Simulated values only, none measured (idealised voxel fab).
Documented hereafter: the process module known as voxel gate over fins.
This is section cut - it's 155 nm across, gridded in 5 nm square cells.
A cross-section is a grid of square cells, given in bands from the top down. A band is one or more rows of cells.
It is stipulated that each band's entry specify, in nanometres, the height of the top of the band and then that of its bottom, followed by the materials of the band in left-to-right sequence, each together with its width in nanometres. A single material marked by the word "throughout" is understood to fill the band from edge to edge; the word "air" is understood to denote empty space.
A quick word on heights: they are counted from 0, and under that level the wafer as it came to us is one material throughout. The lowest band is different from the rest in having no bottom; it simply continues downward, written as in "0 nm and below".
Top row gets the first number, bottom row gets the second, and each row in between changes by the same step: that is how a band width like "30->40" works.
Where a step carries "no modification", the cross-section came out of it unchanged, cell for cell.
Under "Closed void table" you'll find the enclosed gaps, the ones with no way out to the top, that are 8 cells or bigger; each reads width x height at distance, with distance counted from the left edge, everything in nm.
Heads up: the bit after the settings on a step's line is the simulator's remark on that step.
The optional step-line setting "overlay nm" applies to steps with a mask and quantifies how far to the right of its planned location the mask lay, a negative value indicating leftward placement.

# plan
step 1: RECEIVE: material Si
step 2: CONFORMAL_DEP: material SiN, thk nm 5
step 3: MASKED_ETCH: tone cover, mask id FINS, width nm 15, pitch nm 50, etch materials SiN, depth nm 5, overlay nm 0
step 4: MASKED_ETCH: tone cover, mask id FINS, width nm 15, pitch nm 50, etch materials Si, depth nm 30, overlay nm 0
step 5: FILL_DEP: material SiO2, thk nm 5
step 6: CMP: height nm 5
step 7: DIRECTIONAL_DEP: material aC, thk nm 10
step 8: PATTERN: tone open, mask id RAIL, material resist, width nm 15, thk nm 30, overlay nm 0
step 9: DIRECTIONAL_ETCH: etch materials aC, depth nm 10
step 10: STRIP: etch materials resist
step 11: DIRECTIONAL_ETCH: etch materials SiO2, depth nm 30
step 12: STRIP: etch materials aC
step 13: CONFORMAL_DEP: material TiN, thk nm 5
step 14: FILL_DEP: material W, thk nm 10
step 15: CMP: height nm 5
step 16: SELECTIVE_ETCH: etch materials W Ru TiN, depth nm 20
step 17: FILL_DEP: material SiO2, thk nm 5
step 18: CMP: height nm 5
step 19: SELECTIVE_ETCH: etch materials SiO2, depth nm 15
step 20: STRIP: etch materials SiN
step 21: CONFORMAL_DEP: material HfO2, thk nm 5
step 22: CONFORMAL_DEP: material TiN, thk nm 5
step 23: FILL_DEP: material W, thk nm 10
step 24: CMP: height nm 15
step 25: CONFORMAL_DEP: material SiCN, thk nm 10

# first wafer, as planned

# Cross-section of the wafer upon arrival, representing the state reached after step 1
* 0 nm and below | Si throughout
* Closed void table: none

# So this is the wafer cross-section right after step 2
* 5 nm to 0 nm | SiN throughout
* Under 0: no change, same as before.

# So this is the wafer cross-section right after step 3
* 5 nm to 0 nm | 20 nm air / 15 nm SiN / 35 nm air / 15 nm SiN / 35 nm air / 15 nm SiN / 20 nm air
* Under 0: no change, same as before.

# So this is the wafer cross-section right after step 4
* 5 nm to 0 nm | 20 nm air / 15 nm SiN / 35 nm air / 15 nm SiN / 35 nm air / 15 nm SiN / 20 nm air
* 0 nm to -30 nm | 20 nm air / 15 nm Si / 35 nm air / 15 nm Si / 35 nm air / 15 nm Si / 20 nm air
* Under -30: no change, same as before.

# So this is the wafer cross-section right after step 5
* 10 nm to 5 nm | SiO2 throughout
* 5 nm to 0 nm | 20 nm SiO2 / 15 nm SiN / 35 nm SiO2 / 15 nm SiN / 35 nm SiO2 / 15 nm SiN / 20 nm SiO2
* 0 nm to -30 nm | 20 nm SiO2 / 15 nm Si / 35 nm SiO2 / 15 nm Si / 35 nm SiO2 / 15 nm Si / 20 nm SiO2
* Under -30: no change, same as before.

# So this is the wafer cross-section right after step 6
* 5 nm to 0 nm | 20 nm SiO2 / 15 nm SiN / 35 nm SiO2 / 15 nm SiN / 35 nm SiO2 / 15 nm SiN / 20 nm SiO2
* Under 0: no change, same as before.

# So this is the wafer cross-section right after step 7
* 15 nm to 5 nm | aC throughout
* Under 5: no change, same as before.

# So this is the wafer cross-section right after step 8
* 45 nm to 15 nm | 45 nm resist / 15 nm air / 95 nm resist
* Under 15: no change, same as before.

# So this is the wafer cross-section right after step 9
* 35 nm to 15 nm | 45 nm resist / 15 nm air / 95 nm resist
* 15 nm to 5 nm | 45 nm aC / 15 nm air / 95 nm aC
* Under 5: no change, same as before.

# So this is the wafer cross-section right after step 10
* 15 nm to 5 nm | 45 nm aC / 15 nm air / 95 nm aC
* Under 5: no change, same as before.

# So this is the wafer cross-section right after step 11
* 15 nm to 5 nm | 45 nm aC / 15 nm air / 95 nm aC
* 5 nm to 0 nm | 20 nm SiO2 / 15 nm SiN / 10 nm SiO2 / 15 nm air / 10 nm SiO2 / 15 nm SiN / 35 nm SiO2 / 15 nm SiN / 20 nm SiO2
* 0 nm to -25 nm | 20 nm SiO2 / 15 nm Si / 10 nm SiO2 / 15 nm air / 10 nm SiO2 / 15 nm Si / 35 nm SiO2 / 15 nm Si / 20 nm SiO2
* Under -25: no change, same as before.

# So this is the wafer cross-section right after step 12
* 5 nm to 0 nm | 20 nm SiO2 / 15 nm SiN / 10 nm SiO2 / 15 nm air / 10 nm SiO2 / 15 nm SiN / 35 nm SiO2 / 15 nm SiN / 20 nm SiO2
* Under 0: no change, same as before.

# So this is the wafer cross-section right after step 13
* 10 nm to 5 nm | 50 nm TiN / 5 nm air / 100 nm TiN
* 5 nm to 0 nm | 20 nm SiO2 / 15 nm SiN / 10 nm SiO2 / 5 nm TiN / 5 nm air / 5 nm TiN / 10 nm SiO2 / 15 nm SiN / 35 nm SiO2 / 15 nm SiN / 20 nm SiO2
* 0 nm to -20 nm | 20 nm SiO2 / 15 nm Si / 10 nm SiO2 / 5 nm TiN / 5 nm air / 5 nm TiN / 10 nm SiO2 / 15 nm Si / 35 nm SiO2 / 15 nm Si / 20 nm SiO2
* -20 nm to -25 nm | 20 nm SiO2 / 15 nm Si / 10 nm SiO2 / 15 nm TiN / 10 nm SiO2 / 15 nm Si / 35 nm SiO2 / 15 nm Si / 20 nm SiO2
* Under -25: no change, same as before.

# So this is the wafer cross-section right after step 14
* 20 nm to 10 nm | W throughout
* 10 nm to 5 nm | 50 nm TiN / 5 nm W / 100 nm TiN
* 5 nm to 0 nm | 20 nm SiO2 / 15 nm SiN / 10 nm SiO2 / 5 nm TiN / 5 nm W / 5 nm TiN / 10 nm SiO2 / 15 nm SiN / 35 nm SiO2 / 15 nm SiN / 20 nm SiO2
* 0 nm to -20 nm | 20 nm SiO2 / 15 nm Si / 10 nm SiO2 / 5 nm TiN / 5 nm W / 5 nm TiN / 10 nm SiO2 / 15 nm Si / 35 nm SiO2 / 15 nm Si / 20 nm SiO2
* Under -20: no change, same as before.

# So this is the wafer cross-section right after step 15
* 5 nm to 0 nm | 20 nm SiO2 / 15 nm SiN / 10 nm SiO2 / 5 nm TiN / 5 nm W / 5 nm TiN / 10 nm SiO2 / 15 nm SiN / 35 nm SiO2 / 15 nm SiN / 20 nm SiO2
* Under 0: no change, same as before.

# So this is the wafer cross-section right after step 16
* 5 nm to 0 nm | 20 nm SiO2 / 15 nm SiN / 10 nm SiO2 / 15 nm air / 10 nm SiO2 / 15 nm SiN / 35 nm SiO2 / 15 nm SiN / 20 nm SiO2
* 0 nm to -15 nm | 20 nm SiO2 / 15 nm Si / 10 nm SiO2 / 15 nm air / 10 nm SiO2 / 15 nm Si / 35 nm SiO2 / 15 nm Si / 20 nm SiO2
* Under -15: no change, same as before.

# So this is the wafer cross-section right after step 17
* 10 nm to 5 nm | SiO2 throughout
* 5 nm to 0 nm | 20 nm SiO2 / 15 nm SiN / 35 nm SiO2 / 15 nm SiN / 35 nm SiO2 / 15 nm SiN / 20 nm SiO2
* 0 nm to -15 nm | 20 nm SiO2 / 15 nm Si / 35 nm SiO2 / 15 nm Si / 35 nm SiO2 / 15 nm Si / 20 nm SiO2
* Under -15: no change, same as before.

# So this is the wafer cross-section right after step 18
* 5 nm to 0 nm | 20 nm SiO2 / 15 nm SiN / 35 nm SiO2 / 15 nm SiN / 35 nm SiO2 / 15 nm SiN / 20 nm SiO2
* Under 0: no change, same as before.

# So this is the wafer cross-section right after step 19
* 5 nm to 0 nm | 20 nm air / 15 nm SiN / 35 nm air / 15 nm SiN / 35 nm air / 15 nm SiN / 20 nm air
* 0 nm to -10 nm | 20 nm air / 15 nm Si / 35 nm air / 15 nm Si / 35 nm air / 15 nm Si / 20 nm air
* Under -10: no change, same as before.

# So this is the wafer cross-section right after step 20
* 0 nm to -10 nm | 20 nm air / 15 nm Si / 35 nm air / 15 nm Si / 35 nm air / 15 nm Si / 20 nm air
* Under -10: no change, same as before.

# So this is the wafer cross-section right after step 21
* 5 nm to 0 nm | 15 nm air / 25 nm HfO2 / 25 nm air / 25 nm HfO2 / 25 nm air / 25 nm HfO2 / 15 nm air
* 0 nm to -5 nm | 15 nm air / 5 nm HfO2 / 15 nm Si / 5 nm HfO2 / 25 nm air / 5 nm HfO2 / 15 nm Si / 5 nm HfO2 / 25 nm air / 5 nm HfO2 / 15 nm Si / 5 nm HfO2 / 15 nm air
* -5 nm to -10 nm | 20 nm HfO2 / 15 nm Si / 35 nm HfO2 / 15 nm Si / 35 nm HfO2 / 15 nm Si / 20 nm HfO2
* Under -10: no change, same as before.

# So this is the wafer cross-section right after step 22
* 10 nm to 5 nm | 10 nm air / 35 nm TiN / 15 nm air / 35 nm TiN / 15 nm air / 35 nm TiN / 10 nm air
* 5 nm to 0 nm | 10 nm air / 5 nm TiN / 25 nm HfO2 / 5 nm TiN / 15 nm air / 5 nm TiN / 25 nm HfO2 / 5 nm TiN / 15 nm air / 5 nm TiN / 25 nm HfO2 / 5 nm TiN / 10 nm air
* 0 nm to -5 nm | 15 nm TiN / 5 nm HfO2 / 15 nm Si / 5 nm HfO2 / 25 nm TiN / 5 nm HfO2 / 15 nm Si / 5 nm HfO2 / 25 nm TiN / 5 nm HfO2 / 15 nm Si / 5 nm HfO2 / 15 nm TiN
* Under -5: no change, same as before.

# So this is the wafer cross-section right after step 23
* 20 nm to 10 nm | W throughout
* 10 nm to 5 nm | 10 nm W / 35 nm TiN / 15 nm W / 35 nm TiN / 15 nm W / 35 nm TiN / 10 nm W
* 5 nm to 0 nm | 10 nm W / 5 nm TiN / 25 nm HfO2 / 5 nm TiN / 15 nm W / 5 nm TiN / 25 nm HfO2 / 5 nm TiN / 15 nm W / 5 nm TiN / 25 nm HfO2 / 5 nm TiN / 10 nm W
* Under 0: no change, same as before.

# So this is the wafer cross-section right after step 24
* 15 nm to 10 nm | W throughout
* Under 10: no change, same as before.

# So this is the wafer cross-section right after step 25
* 25 nm to 15 nm | SiCN throughout
* Under 15: no change, same as before.

# Second wafer: same start and same plan as the first, one execution error; identical to the first through step 7

# Second wafer, cross-section, planned end of step 8
* 45 nm to 15 nm | 40 nm resist / 25 nm air / 90 nm resist
* Under 15: no change, same as before.

# Second wafer, cross-section, planned end of step 9
* 35 nm to 15 nm | 40 nm resist / 25 nm air / 90 nm resist
* 15 nm to 5 nm | 40 nm aC / 25 nm air / 90 nm aC
* Under 5: no change, same as before.

# Second wafer, cross-section, planned end of step 10
* 15 nm to 5 nm | 40 nm aC / 25 nm air / 90 nm aC
* Under 5: no change, same as before.

# Second wafer, cross-section, planned end of step 11
* 15 nm to 5 nm | 40 nm aC / 25 nm air / 90 nm aC
* 5 nm to 0 nm | 20 nm SiO2 / 15 nm SiN / 5 nm SiO2 / 25 nm air / 5 nm SiO2 / 15 nm SiN / 35 nm SiO2 / 15 nm SiN / 20 nm SiO2
* 0 nm to -25 nm | 20 nm SiO2 / 15 nm Si / 5 nm SiO2 / 25 nm air / 5 nm SiO2 / 15 nm Si / 35 nm SiO2 / 15 nm Si / 20 nm SiO2
* Under -25: no change, same as before.

# Second wafer, cross-section, planned end of step 12
* 5 nm to 0 nm | 20 nm SiO2 / 15 nm SiN / 5 nm SiO2 / 25 nm air / 5 nm SiO2 / 15 nm SiN / 35 nm SiO2 / 15 nm SiN / 20 nm SiO2
* Under 0: no change, same as before.

# Second wafer, cross-section, planned end of step 13
* 10 nm to 5 nm | 45 nm TiN / 15 nm air / 95 nm TiN
* 5 nm to 0 nm | 20 nm SiO2 / 15 nm SiN / 5 nm SiO2 / 5 nm TiN / 15 nm air / 5 nm TiN / 5 nm SiO2 / 15 nm SiN / 35 nm SiO2 / 15 nm SiN / 20 nm SiO2
* 0 nm to -20 nm | 20 nm SiO2 / 15 nm Si / 5 nm SiO2 / 5 nm TiN / 15 nm air / 5 nm TiN / 5 nm SiO2 / 15 nm Si / 35 nm SiO2 / 15 nm Si / 20 nm SiO2
* -20 nm to -25 nm | 20 nm SiO2 / 15 nm Si / 5 nm SiO2 / 25 nm TiN / 5 nm SiO2 / 15 nm Si / 35 nm SiO2 / 15 nm Si / 20 nm SiO2
* Under -25: no change, same as before.

# Second wafer, cross-section, planned end of step 14
* 20 nm to 10 nm | W throughout
* 10 nm to 5 nm | 45 nm TiN / 15 nm W / 95 nm TiN
* 5 nm to 0 nm | 20 nm SiO2 / 15 nm SiN / 5 nm SiO2 / 5 nm TiN / 15 nm W / 5 nm TiN / 5 nm SiO2 / 15 nm SiN / 35 nm SiO2 / 15 nm SiN / 20 nm SiO2
* 0 nm to -20 nm | 20 nm SiO2 / 15 nm Si / 5 nm SiO2 / 5 nm TiN / 15 nm W / 5 nm TiN / 5 nm SiO2 / 15 nm Si / 35 nm SiO2 / 15 nm Si / 20 nm SiO2
* Under -20: no change, same as before.

# Second wafer, cross-section, planned end of step 15
* 5 nm to 0 nm | 20 nm SiO2 / 15 nm SiN / 5 nm SiO2 / 5 nm TiN / 15 nm W / 5 nm TiN / 5 nm SiO2 / 15 nm SiN / 35 nm SiO2 / 15 nm SiN / 20 nm SiO2
* Under 0: no change, same as before.

# Second wafer, cross-section, planned end of step 16
* 5 nm to 0 nm | 20 nm SiO2 / 15 nm SiN / 5 nm SiO2 / 25 nm air / 5 nm SiO2 / 15 nm SiN / 35 nm SiO2 / 15 nm SiN / 20 nm SiO2
* 0 nm to -15 nm | 20 nm SiO2 / 15 nm Si / 5 nm SiO2 / 25 nm air / 5 nm SiO2 / 15 nm Si / 35 nm SiO2 / 15 nm Si / 20 nm SiO2
* Under -15: no change, same as before.

# Second wafer, cross-section, planned end of step 17
* 10 nm to 5 nm | SiO2 throughout
* 5 nm to 0 nm | 20 nm SiO2 / 15 nm SiN / 35 nm SiO2 / 15 nm SiN / 35 nm SiO2 / 15 nm SiN / 20 nm SiO2
* 0 nm to -15 nm | 20 nm SiO2 / 15 nm Si / 35 nm SiO2 / 15 nm Si / 35 nm SiO2 / 15 nm Si / 20 nm SiO2
* Under -15: no change, same as before.

# Second wafer, cross-section, planned end of step 18
* 5 nm to 0 nm | 20 nm SiO2 / 15 nm SiN / 35 nm SiO2 / 15 nm SiN / 35 nm SiO2 / 15 nm SiN / 20 nm SiO2
* Under 0: no change, same as before.

# Second wafer, cross-section, planned end of step 19
* 5 nm to 0 nm | 20 nm air / 15 nm SiN / 35 nm air / 15 nm SiN / 35 nm air / 15 nm SiN / 20 nm air
* 0 nm to -10 nm | 20 nm air / 15 nm Si / 35 nm air / 15 nm Si / 35 nm air / 15 nm Si / 20 nm air
* Under -10: no change, same as before.

# Second wafer, cross-section, planned end of step 20
* 0 nm to -10 nm | 20 nm air / 15 nm Si / 35 nm air / 15 nm Si / 35 nm air / 15 nm Si / 20 nm air
* Under -10: no change, same as before.

# Second wafer, cross-section, planned end of step 21
* 5 nm to 0 nm | 15 nm air / 25 nm HfO2 / 25 nm air / 25 nm HfO2 / 25 nm air / 25 nm HfO2 / 15 nm air
* 0 nm to -5 nm | 15 nm air / 5 nm HfO2 / 15 nm Si / 5 nm HfO2 / 25 nm air / 5 nm HfO2 / 15 nm Si / 5 nm HfO2 / 25 nm air / 5 nm HfO2 / 15 nm Si / 5 nm HfO2 / 15 nm air
* -5 nm to -10 nm | 20 nm HfO2 / 15 nm Si / 35 nm HfO2 / 15 nm Si / 35 nm HfO2 / 15 nm Si / 20 nm HfO2
* Under -10: no change, same as before.

# Second wafer, cross-section, planned end of step 22
* 10 nm to 5 nm | 10 nm air / 35 nm TiN / 15 nm air / 35 nm TiN / 15 nm air / 35 nm TiN / 10 nm air
* 5 nm to 0 nm | 10 nm air / 5 nm TiN / 25 nm HfO2 / 5 nm TiN / 15 nm air / 5 nm TiN / 25 nm HfO2 / 5 nm TiN / 15 nm air / 5 nm TiN / 25 nm HfO2 / 5 nm TiN / 10 nm air
* 0 nm to -5 nm | 15 nm TiN / 5 nm HfO2 / 15 nm Si / 5 nm HfO2 / 25 nm TiN / 5 nm HfO2 / 15 nm Si / 5 nm HfO2 / 25 nm TiN / 5 nm HfO2 / 15 nm Si / 5 nm HfO2 / 15 nm TiN
* Under -5: no change, same as before.

# Second wafer, cross-section, planned end of step 23
* 20 nm to 10 nm | W throughout
* 10 nm to 5 nm | 10 nm W / 35 nm TiN / 15 nm W / 35 nm TiN / 15 nm W / 35 nm TiN / 10 nm W
* 5 nm to 0 nm | 10 nm W / 5 nm TiN / 25 nm HfO2 / 5 nm TiN / 15 nm W / 5 nm TiN / 25 nm HfO2 / 5 nm TiN / 15 nm W / 5 nm TiN / 25 nm HfO2 / 5 nm TiN / 10 nm W
* Under 0: no change, same as before.

# Second wafer, cross-section, planned end of step 24
* 15 nm to 10 nm | W throughout
* Under 10: no change, same as before.

# Second wafer, cross-section, planned end of step 25
* 25 nm to 15 nm | SiCN throughout
* Under 15: no change, same as before.
What was the processing mistake? step 8 changed vs plan, executed as PATTERN: tone open, mask id RAIL, material resist, width nm 25, thk nm 30, overlay nm 0
at the end the second wafer has, in cells: 4 fewer of SiO2, 2 more of TiN, 2 more of W
